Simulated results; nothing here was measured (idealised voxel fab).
Title: Process Module voxel spacer lines
It is cross-section cut that appears here, measuring 270 nm in width, its square cells being 5 nm in size.
Format of a cross-section: grid, square cells. Given as bands. Order: top down. Band: one or more rows of cells.
Per band: top height and bottom height in nm, followed by the left-to-right materials and their widths in nm; "all across" marks a single material spanning edge to edge, "empty" marks empty space.
It should be noted that heights are counted from 0, beneath which the wafer as supplied is of one material throughout, and that the lowest band possesses no lower boundary but continues downward, as written in "0 -> down".
Per-row width for "30->40": begins at first number (top row of band), ends at second number (bottom row), increment between rows held constant.
Any step labelled "changes: none" changed none of the cells in the cross-section.
The entry "Enclosed internal cavities" lists the empty spaces that cover at least 8 cells and have no open path to the top. Each is written as width x height at distance, where the distance is measured from the left edge and all three values are in nm.
What comes after the settings on a step's line is commentary from the simulator itself on that step.
overlay nm: on a step with a mask, how far right of its planned place the mask lay; negative means left.
THE PLANNED PROCESS STEPS ARE ENUMERATED HEREUNDER
1,RECEIVE (material Si)
2,CONFORMAL_DEP (material Al2O3; thk nm 10)
3,DIRECTIONAL_DEP (material polySi; thk nm 20)
4,DIRECTIONAL_DEP (material aC; thk nm 25)
5,PATTERN (tone cover; mask id MANDREL; material resist; width nm 25; pitch nm 80; thk nm 35; overlay nm 0)
6,DIRECTIONAL_ETCH (etch materials aC; depth nm 25)
7,STRIP (etch materials resist)
8,CONFORMAL_DEP (material SiN; thk nm 15)
9,DIRECTIONAL_ETCH (etch materials SiN; depth nm 15)
10,STRIP (etch materials aC)
11,DIRECTIONAL_ETCH (etch materials polySi; depth nm 20)
12,STRIP (etch materials SiN)
CROSS-SECTIONAL VIEW OF THE WAFER IN ITS AS-RECEIVED CONDITION, CORRESPONDING TO THE STATE AFTER STEP 1
> 0 -> down  Si all across
> Enclosed internal cavities: none
THE FIRST OF THE TWO WAFERS AS SEEN IN CROSS-SECTION ONCE THE MODULE WAS FINISHED; PROCESSING FOLLOWED THE PLAN
> 30 -> 10  empty 65 nm, then polySi 15 nm, then empty 25 nm, then polySi 15 nm, then empty 25 nm, then polySi 15 nm, then empty 25 nm, then polySi 15 nm, then empty 70 nm
> 10 -> 0  Al2O3 all across
> 0 -> down  Si all across
> Enclosed internal cavities: none
CROSS-SECTIONAL VIEW OF THE SECOND OF TWO WAFERS UPON COMPLETION OF THE MODULE. THIS WAFER SHARED ITS STARTING CONDITION AND PROCESS PLAN WITH THE FIRST; ONE ERROR WAS MADE DURING ITS EXECUTION
> 35 -> 10  aC all across
> 10 -> 0  Al2O3 all across
> 0 -> down  Si all across
> Enclosed internal cavities: none
Run error: mixed up steps 3 and 4 - ran each in the other's place
At the finish, the second wafer shows more or fewer cells for some materials than the first does: aC: 270 more | polySi: 48 fewer
